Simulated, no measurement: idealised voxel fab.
process module | voxel ribs on slabs
cross-section cut | 300 nm wide | cells 5 nm
A cross-section is a grid of square cells, given in bands from the top down. A band is one or more rows of cells.
Each band's line starts with the height of the band's top and of its bottom, in nm. Then come its materials from left to right, each with its width in nm. One material with "throughout" fills the band from edge to edge. "air" is empty space.
Height 0 is the level under which the wafer as received is all one material. The lowest band goes on downwards, as in "0 down".
A width such as "30 to 40" changes by the same amount from each row of cells to the next, from the band's top row to its bottom row.
"no change" after a step means that no cell of the cross-section changed.
closed voids: empty space of 8 cells or more with no open way to the top, each as width x height at its distance from the left edge, in nm
after a step's settings: what the simulator itself notes on the step
overlay nm, on a step with a mask: how far to the right of its planned place the mask lay; to the left if negative
plan
1 op RECEIVE | material Si
2 op DIRECTIONAL_DEP | material SiO2 | thk nm 30
3 op DIRECTIONAL_DEP | material polySi | thk nm 20
4 op MASKED_ETCH | tone cover | mask id RIB | width nm 20 | etch materials polySi | depth nm 5 | overlay nm 0
5 op DIRECTIONAL_DEP | material aC | thk nm 10
6 op PATTERN | tone cover | mask id SLAB | material resist | width nm 50 | thk nm 30 | overlay nm 0
7 op DIRECTIONAL_ETCH | etch materials aC | depth nm 10
8 op STRIP | etch materials resist
9 op DIRECTIONAL_ETCH | etch materials polySi | depth nm 15
10 op STRIP | etch materials aC
11 op FILL_DEP | material SiO2 | thk nm 25
12 op CMP | height nm 70
13 op DIRECTIONAL_DEP | material TiN | thk nm 10
14 op PATTERN | tone cover | mask id HEATER | material resist | width nm 30 | thk nm 15 | overlay nm 0
15 op DIRECTIONAL_ETCH | etch materials TiN | depth nm 10
16 op STRIP | etch materials resist
17 op CONFORMAL_DEP | material SiO2 | thk nm 5
first wafer, as planned
as received, after step 1
  0 down: Si throughout
  closed voids: none
after step 2
  30 to 0: SiO2 throughout
  below 0: unchanged
after step 3
  50 to 30: polySi throughout
  below 30: unchanged
after step 4
  50 to 45: air 140 | polySi 20 | air 140
  below 45: unchanged
after step 5
  60 to 55: air 140 | aC 20 | air 140
  55 to 50: aC throughout
  50 to 45: aC 140 | polySi 20 | aC 140
  below 45: unchanged
after step 6
  90 to 60: air 125 | resist 50 | air 125
  60 to 55: air 125 | resist 15 | aC 20 | resist 15 | air 125
  below 55: unchanged
after step 7
  80 to 60: air 125 | resist 50 | air 125
  60 to 55: air 125 | resist 15 | aC 20 | resist 15 | air 125
  55 to 50: air 125 | aC 50 | air 125
  50 to 45: air 125 | aC 15 | polySi 20 | aC 15 | air 125
  below 45: unchanged
after step 8
  60 to 50: air 140 to 125 | aC 20 to 50 | air 140 to 125
  below 50: unchanged
after step 9
  60 to 50: air 140 to 125 | aC 20 to 50 | air 140 to 125
  50 to 45: air 125 | aC 15 | polySi 20 | aC 15 | air 125
  45 to 30: air 125 | polySi 50 | air 125
  below 30: unchanged
after step 10
  50 to 45: air 140 | polySi 20 | air 140
  below 45: unchanged
after step 11
  75 to 50: SiO2 throughout
  50 to 45: SiO2 140 | polySi 20 | SiO2 140
  45 to 30: SiO2 125 | polySi 50 | SiO2 125
  below 30: unchanged
after step 12
  70 to 50: SiO2 throughout
  below 50: unchanged
after step 13
  80 to 70: TiN throughout
  below 70: unchanged
after step 14
  95 to 80: air 135 | resist 30 | air 135
  below 80: unchanged
after step 15
  95 to 80: air 135 | resist 30 | air 135
  80 to 70: air 135 | TiN 30 | air 135
  below 70: unchanged
after step 16
  80 to 70: air 135 | TiN 30 | air 135
  below 70: unchanged
after step 17
  85 to 80: air 130 | SiO2 40 | air 130
  80 to 75: air 130 | SiO2 5 | TiN 30 | SiO2 5 | air 130
  75 to 70: SiO2 135 | TiN 30 | SiO2 135
  below 70: unchanged
second wafer: like start, like plan, one mistake. Through step 13 it matches the first wafer
when step 14 should have ended
  95 to 80: air 135 | resist 35 | air 130
  below 80: unchanged
when step 15 should have ended
  95 to 80: air 135 | resist 35 | air 130
  80 to 70: air 135 | TiN 35 | air 130
  below 70: unchanged
when step 16 should have ended
  80 to 70: air 135 | TiN 35 | air 130
  below 70: unchanged
when step 17 should have ended
  85 to 80: air 130 | SiO2 45 | air 125
  80 to 75: air 130 | SiO2 5 | TiN 35 | SiO2 5 | air 125
  75 to 70: SiO2 135 | TiN 35 | SiO2 130
  below 70: unchanged
what went wrong: step 14 ran as: op PATTERN | tone cover | mask id HEATER | material resist | width nm 35 | thk nm 15 | overlay nm 0
at the end the second wafer has, in cells: 2 more of TiN
